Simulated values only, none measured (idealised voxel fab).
The name of this process module is voxel fin reveal.
The figure presents cross-section cut, which has a width of 175 nm and is divided into square cells with an edge length of 5 nm.
Think of the cross-section as a grid of square cells. We describe it in bands, top to bottom, and each band covers one or more rows of those cells. Top height, bottom height, nm. Materials left to right, width each, nm. Single material + "edge to edge" = fills band edge to edge. "blank" = empty. Height reference: 0 = level under which incoming wafer is all one material. Lowest band: no bottom, runs on downward, e.g. "0 nm and below". Quick explanation for "30 to 40": the width changes in equal steps down the rows of cells, from the first number in the band's top row to the second number in its bottom row. "left unchanged" after a step means that no cell of the cross-section changed. Closed empty spaces (no open way to the top) of 8 cells or more are what "Closed cavity list" lists, each as width x height at distance from the left edge, nm for all three. Heads up: the bit after the settings on a step's line is the simulator's remark on that step. overlay nm: on a step with a mask, how far right of its planned place the mask lay; negative means left.

INTENDED PROCESS STEPS
1) RECEIVE,material Si
2) CONFORMAL_DEP,material SiN,thk nm 10
3) MASKED_ETCH,tone cover,mask id FINS,width nm 15,pitch nm 35,etch materials SiN,depth nm 10,overlay nm 0
4) MASKED_ETCH,tone cover,mask id FINS,width nm 15,pitch nm 35,etch materials Si,depth nm 35,overlay nm 0
5) OXIDIZE,depth nm 5
6) FILL_DEP,material SiO2,thk nm 15
7) CMP,height nm 10
8) SELECTIVE_ETCH,etch materials SiO2,depth nm 30
9) STRIP,etch materials SiN

INCOMING WAFER, CROSS-SECTIONAL VIEW, POST STEP 1
- 0 nm and below  Si edge to edge
- Closed cavity list: none

ONE MISTAKE IN RUNNING THE MODULE, OTHERWISE START AND PLAN AS ABOVE: CROSS-SECTION AT THE END
- 0 nm to -5 nm  75 nm blank / 5 nm Si / 30 nm blank / 5 nm Si / 60 nm blank
- -5 nm to -20 nm  65 nm blank / 15 nm Si / 20 nm blank / 15 nm Si / 60 nm blank
- -20 nm to -40 nm  65 nm SiO2 / 15 nm Si / 20 nm SiO2 / 15 nm Si / 60 nm SiO2
- -40 nm and below  Si edge to edge
- Closed cavity list: none
Heads up, the wafer didn't run the way we planned it: step 3 was run on a setting that differed from the plan, and what really ran there is MASKED_ETCH,tone cover,mask id FINS,width nm 15,pitch nm 35,etch materials SiN,depth nm 10,overlay nm 10
